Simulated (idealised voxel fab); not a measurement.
Title: Process Module voxel self aligned vias
The cross-section on display is named cut; it measures 280 nm wide, and its cells are 5 nm squares.
Cross-sections here: square-cell grids, written as top-down lists of bands, a band being one or more rows of cells.
Heads up on the band format: heights come first, top then bottom, in nm. After that it's the materials left to right, each with its width in nm. A single material flagged "throughout" fills the whole band edge to edge, and "empty" means there's empty space there.
The level at which height equals 0 is the one under which the wafer, as it arrives, is entirely one material. No lower edge exists for the bottom band, which continues downward and is notated as in "top 0, no bottom".
Top row gets the first number, bottom row gets the second, and each row in between changes by the same step: that is how a band width like "30->40" works.
"no alterations made" for a step: no cell of the cross-section changed in that step.
Basically, "Cavities, closed" tells you about the enclosed voids: empty spaces with no open way to the top, 8 cells or bigger, each written width x height at distance, where distance is from the left edge, all in nm.
Step line, after settings: the simulator's comment on this step.
overlay nm, on a step with a mask: how far to the right of its planned place the mask lay; to the left if negative
STEPS IN THE PROCESS PLAN
1,op RECEIVE | material Si
2,op CONFORMAL_DEP | material SiO2 | thk nm 15
3,op CONFORMAL_DEP | material SiCN | thk nm 5
4,op DIRECTIONAL_DEP | material SiO2 | thk nm 30
5,op DIRECTIONAL_DEP | material aC | thk nm 10
6,op PATTERN | tone open | mask id LINES | material resist | width nm 20 | pitch nm 45 | thk nm 25 | overlay nm 0
7,op DIRECTIONAL_ETCH | etch materials aC | depth nm 10
8,op STRIP | etch materials resist
9,op DIRECTIONAL_ETCH | etch materials SiO2 | depth nm 30
10,op STRIP | etch materials aC
11,op CONFORMAL_DEP | material TiN | thk nm 5
12,op FILL_DEP | material Ru | thk nm 5
13,op CMP | height nm 50
14,op SELECTIVE_ETCH | etch materials W Ru TiN | depth nm 10
15,op FILL_DEP | material SiN | thk nm 5
16,op CMP | height nm 50
17,op DIRECTIONAL_DEP | material SiO2 | thk nm 15
18,op DIRECTIONAL_DEP | material aC | thk nm 10
19,op PATTERN | tone open | mask id VIAS | material resist | width nm 30 | thk nm 25 | overlay nm 0
20,op DIRECTIONAL_ETCH | etch materials aC | depth nm 10
21,op STRIP | etch materials resist
22,op DIRECTIONAL_ETCH | etch materials SiO2 | depth nm 15
23,op DIRECTIONAL_ETCH | etch materials SiN | depth nm 10
24,op STRIP | etch materials aC
25,op CONFORMAL_DEP | material TiN | thk nm 5
26,op FILL_DEP | material Ru | thk nm 10
27,op CMP | height nm 65
28,op CONFORMAL_DEP | material SiCN | thk nm 5
CROSS-SECTION, INCOMING MATERIAL, AFTER STEP 1
  top 0, no bottom | Si throughout
  Cavities, closed: none
FIRST WAFER AT THE END, AS PLANNED
  top 70, bottom 65 | SiCN throughout
  top 65, bottom 55 | SiO2: 100, then TiN: 5, then Ru: 20, then TiN: 5, then SiO2: 150
  top 55, bottom 50 | SiO2: 100, then TiN: 10, then Ru: 10, then TiN: 10, then SiO2: 150
  top 50, bottom 45 | SiO2: 105, then TiN: 5, then Ru: 10, then TiN: 5, then SiO2: 25, then SiN: 20, then SiO2: 110
  top 45, bottom 40 | SiO2: 105, then TiN: 20, then SiO2: 25, then SiN: 20, then SiO2: 110
  top 40, bottom 25 | SiO2: 105, then TiN: 5, then Ru: 10, then TiN: 5, then SiO2: 25, then TiN: 5, then Ru: 10, then TiN: 5, then SiO2: 110
  top 25, bottom 20 | SiO2: 105, then TiN: 20, then SiO2: 25, then TiN: 20, then SiO2: 110
  top 20, bottom 15 | SiCN throughout
  top 15, bottom 0 | SiO2 throughout
  top 0, no bottom | Si throughout
  Cavities, closed: none
SECOND OF TWO WAFERS, MODULE COMPLETE, SECTIONED: IT SHARES THE FIRST WAFER'S START AND PLAN BUT WAS RUN WITH ONE MISTAKE
  top 70, bottom 65 | SiCN throughout
  top 65, bottom 55 | SiO2: 100, then TiN: 5, then Ru: 20, then TiN: 5, then SiO2: 150
  top 55, bottom 50 | SiO2: 100, then TiN: 5, then Ru: 5, then TiN: 20, then SiO2: 150
  top 50, bottom 45 | SiO2: 95, then SiN: 5, then TiN: 5, then Ru: 5, then TiN: 5, then SiO2: 25, then SiN: 20, then SiO2: 120
  top 45, bottom 40 | SiO2: 95, then SiN: 5, then TiN: 15, then SiO2: 25, then SiN: 20, then SiO2: 120
  top 40, bottom 25 | SiO2: 95, then TiN: 5, then Ru: 10, then TiN: 5, then SiO2: 25, then TiN: 5, then Ru: 10, then TiN: 5, then SiO2: 120
  top 25, bottom 20 | SiO2: 95, then TiN: 20, then SiO2: 25, then TiN: 20, then SiO2: 120
  top 20, bottom 15 | SiCN throughout
  top 15, bottom 0 | SiO2 throughout
  top 0, no bottom | Si throughout
  Cavities, closed: none
Deviation noted in wafer processing: step 6 went in with a setting other than planned; the actual run was op PATTERN | tone open | mask id LINES | material resist | width nm 20 | pitch nm 45 | thk nm 25 | overlay nm -10
Wafer comparison, final, in cells, second relative to first, materials more or fewer: Ru -2; SiN +2
